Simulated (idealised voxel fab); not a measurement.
Module name: voxel released beams (process module)
cross-section cut | 180 nm wide | cells 5 nm
Cross-section, as written here: a square-cell grid given band by band from the top down, where a band holds one or more rows of cells. The entry gives the band's vertical extent as a top height and a bottom height in nm, then its horizontal make-up as materials from left to right, each with a width in nm. "empty" stands for empty space; a single material marked "full width" fills the band edge to edge. Height 0 is the level under which the wafer as received is all one material. The lowest band goes on downwards, as in "0 nm and below". A two-number width, for instance "30..40", indicates that the width is equal to the first number in the top row of the band and to the second number in the bottom row, and that it changes by a constant amount per row of cells. Given "identical to before" for a step, no cell of the cross-section differs between before and after that step. The list in "Fully closed voids" covers empty spaces of 8 cells or more that cannot reach the top through any open way, and it gives each as width x height at distance; the distance is from the left edge, and width, height and distance are in nm. That trailing text on a step's line, after the settings, is the simulator's own remark on the step. You can add "overlay nm" to a step's line. For a step with a mask, it describes how far the mask lay to the right of its planned position, and a negative number describes a lay to the left.

## Intended process steps
| 1 | RECEIVE | material Si |
| 2 | CONFORMAL_DEP | material SiN | thk nm 5 |
| 3 | DIRECTIONAL_DEP | material SiO2 | thk nm 15 |
| 4 | DIRECTIONAL_DEP | material aC | thk nm 15 |
| 5 | PATTERN | tone open | mask id ANCHOR | material resist | width nm 25 | thk nm 30 | overlay nm 0 |
| 6 | DIRECTIONAL_ETCH | etch materials aC | depth nm 15 |
| 7 | STRIP | etch materials resist |
| 8 | DIRECTIONAL_ETCH | etch materials SiO2 | depth nm 15 |
| 9 | STRIP | etch materials aC |
| 10 | CONFORMAL_DEP | material polySi | thk nm 10 |
| 11 | DIRECTIONAL_DEP | material aC | thk nm 15 |
| 12 | PATTERN | tone cover | mask id BEAM | material resist | width nm 110 | thk nm 30 | overlay nm 0 |
| 13 | DIRECTIONAL_ETCH | etch materials aC | depth nm 15 |
| 14 | STRIP | etch materials resist |
| 15 | DIRECTIONAL_ETCH | etch materials polySi | depth nm 10 |
| 16 | STRIP | etch materials aC |
| 17 | STRIP | etch materials SiO2 |

## Here's what the wafer looked like in cross-section when it arrived - that's after step 1
	0 nm and below = Si full width
	Fully closed voids: none

## Sectioned view, first of two wafers, at the close of the module, processed as intended in the plan
	30 nm to 20 nm = 30 of empty; 15 of polySi; 5 of empty; 90 of polySi; 40 of empty
	20 nm to 15 nm = 35 of empty; 10 of polySi; 5 of empty; 10 of polySi; 120 of empty
	15 nm to 5 nm = 35 of empty; 25 of polySi; 120 of empty
	5 nm to 0 nm = SiN full width
	0 nm and below = Si full width
	Fully closed voids: none

## Same start, same plan as the first wafer - but one mistake in the run. Cross-section of the second of the two at the end of the module
	30 nm to 20 nm = 30 of empty; 110 of polySi; 40 of empty
	20 nm to 15 nm = SiN full width
	15 nm to 0 nm = SiO2 full width
	0 nm and below = Si full width
	Fully closed voids: none
Plan not followed: a sequencing error occurred in which plan steps 2 and 3 were transposed
The closing comparison, in cells, has the second wafer with more or fewer of some materials than the first: 108 more of SiO2, 12 fewer of polySi
